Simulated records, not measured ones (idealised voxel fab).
Name of the process module below: voxel capacitor over wiring
The width of the displayed cross-section, cut, is 280 nm; its cells are square, with a size of 5 nm.
Notation: cross-section as square-cell grid; stated in bands, top first, going down; one or more cell rows per band.
In this notation a band is specified by the heights of its top and bottom, in that order and in nm, after which its materials appear from left to right, each paired with its width in nm. The word "throughout" attached to a single material means that material fills the band from edge to edge; the word "empty" stands for empty space.
Convention: height 0 is the level below which the wafer, as received, is all one material. The lowest band does not terminate at the bottom but continues downward, represented as "0 down".
When a width is written as two numbers, as in "30..40", the first number is the width in the top row of cells of the band and the second is the width in its bottom row, and the width changes by the same amount from each row to the next.
Step marked "same as before"? Then no cell in the cross-section changed in it.
"Sealed internal cavities" enumerates empty spaces isolated from the top, with no open way to it, that contain at least 8 cells, giving each as width x height at distance from the left edge, all three in nm.
Step line, after settings: the simulator's comment on this step.
overlay nm: mask right of planned place by this much (step with mask). Neg. = left.
Planned step list for the process:
- 1: RECEIVE,material Si
- 2: CONFORMAL_DEP,material SiO2,thk nm 15
- 3: CONFORMAL_DEP,material SiN,thk nm 5
- 4: DIRECTIONAL_DEP,material lowk,thk nm 20
- 5: PATTERN,tone open,mask id METAL_1,material resist,width nm 30,pitch nm 80,thk nm 15,overlay nm 0
- 6: DIRECTIONAL_ETCH,etch materials lowk,depth nm 20
- 7: DIRECTIONAL_ETCH,etch materials SiN,depth nm 5
- 8: STRIP,etch materials resist
- 9: CONFORMAL_DEP,material TiN,thk nm 5
- 10: FILL_DEP,material W,thk nm 5
- 11: CMP,height nm 40
- 12: CONFORMAL_DEP,material SiCN,thk nm 5
- 13: DIRECTIONAL_DEP,material SiO2,thk nm 10
- 14: DIRECTIONAL_DEP,material aC,thk nm 10
- 15: PATTERN,tone open,mask id PLUG_1,material resist,width nm 15,thk nm 30,overlay nm 0
- 16: DIRECTIONAL_ETCH,etch materials aC,depth nm 10
- 17: STRIP,etch materials resist
- 18: DIRECTIONAL_ETCH,etch materials SiO2,depth nm 10
- 19: DIRECTIONAL_ETCH,etch materials SiCN,depth nm 5
- 20: STRIP,etch materials aC
- 21: CONFORMAL_DEP,material TiN,thk nm 5
- 22: FILL_DEP,material Ru,thk nm 5
- 23: CMP,height nm 55
- 24: DIRECTIONAL_DEP,material TiN,thk nm 10
- 25: DIRECTIONAL_DEP,material Al2O3,thk nm 5
- 26: DIRECTIONAL_DEP,material TiN,thk nm 5
- 27: MASKED_ETCH,tone cover,mask id UPPER_PLATE,width nm 55,etch materials TiN,depth nm 5,overlay nm 0
- 28: MASKED_ETCH,tone cover,mask id UPPER_PLATE,width nm 55,etch materials Al2O3,depth nm 5,overlay nm 0
- 29: PATTERN,tone cover,mask id LOWER_PLATE,material resist,width nm 65,thk nm 15,overlay nm 0
- 30: DIRECTIONAL_ETCH,etch materials TiN,depth nm 10
- 31: STRIP,etch materials resist
- 32: FILL_DEP,material SiO2,thk nm 15
- 33: CMP,height nm 85
- 34: PATTERN,tone open,mask id PLUG_2,material resist,width nm 15,thk nm 15,overlay nm 0
- 35: DIRECTIONAL_ETCH,etch materials SiO2,depth nm 10
- 36: STRIP,etch materials resist
- 37: CONFORMAL_DEP,material TiN,thk nm 5
- 38: FILL_DEP,material Cu,thk nm 5
- 39: CMP,height nm 85
- 40: CONFORMAL_DEP,material SiCN,thk nm 5
Wafer as received: cross-section following step 1:
> 0 down = Si throughout
> Sealed internal cavities: none
First of two wafers, end-of-module section, run followed plan:
> 90 to 85 = SiCN throughout
> 85 to 80 = 110 SiO2 / 5 TiN / 5 Cu / 5 TiN / 155 SiO2
> 80 to 70 = 110..100 SiO2 / 15..55 TiN / 155..125 SiO2
> 70 to 65 = 100 SiO2 / 55 Al2O3 / 125 SiO2
> 65 to 55 = 95 SiO2 / 65 TiN / 120 SiO2
> 55 to 45 = 100 SiO2 / 5 TiN / 5 Ru / 5 TiN / 165 SiO2
> 45 to 40 = 100 SiCN / 15 TiN / 165 SiCN
> 40 to 20 = 85 lowk / 5 TiN / 20 W / 5 TiN / 50 lowk / 5 TiN / 20 W / 5 TiN / 85 lowk
> 20 to 15 = 85 SiN / 30 TiN / 50 SiN / 30 TiN / 85 SiN
> 15 to 0 = SiO2 throughout
> 0 down = Si throughout
> Sealed internal cavities: none
Cross-section of the latter of the two wafers at module completion. It had an identical start and an identical plan to the former; in running it, one mistake was made:
> 90 to 85 = SiCN throughout
> 85 to 80 = 110 SiO2 / 5 TiN / 5 Cu / 5 TiN / 155 SiO2
> 80 to 70 = 110..100 SiO2 / 15..55 TiN / 155..125 SiO2
> 70 to 65 = 100 SiO2 / 55 Al2O3 / 125 SiO2
> 65 to 55 = 95 SiO2 / 65 TiN / 120 SiO2
> 55 to 45 = 100 SiO2 / 5 TiN / 5 Ru / 5 TiN / 165 SiO2
> 45 to 40 = 100 SiCN / 15 TiN / 165 SiCN
> 40 to 25 = 85 lowk / 5 TiN / 20 W / 5 TiN / 50 lowk / 5 TiN / 20 W / 5 TiN / 85 lowk
> 25 to 20 = 85 lowk / 30 TiN / 50 lowk / 30 TiN / 85 lowk
> 20 to 5 = SiO2 throughout
> 5 to 0 = SiN throughout
> 0 down = Si throughout
> Sealed internal cavities: none
Error vs. plan: a sequencing error occurred in which plan steps 2 and 3 were transposed
Count the cells at the end and the second wafer has more or fewer of some materials than the first: +12 SiN, -4 TiN, -8 W
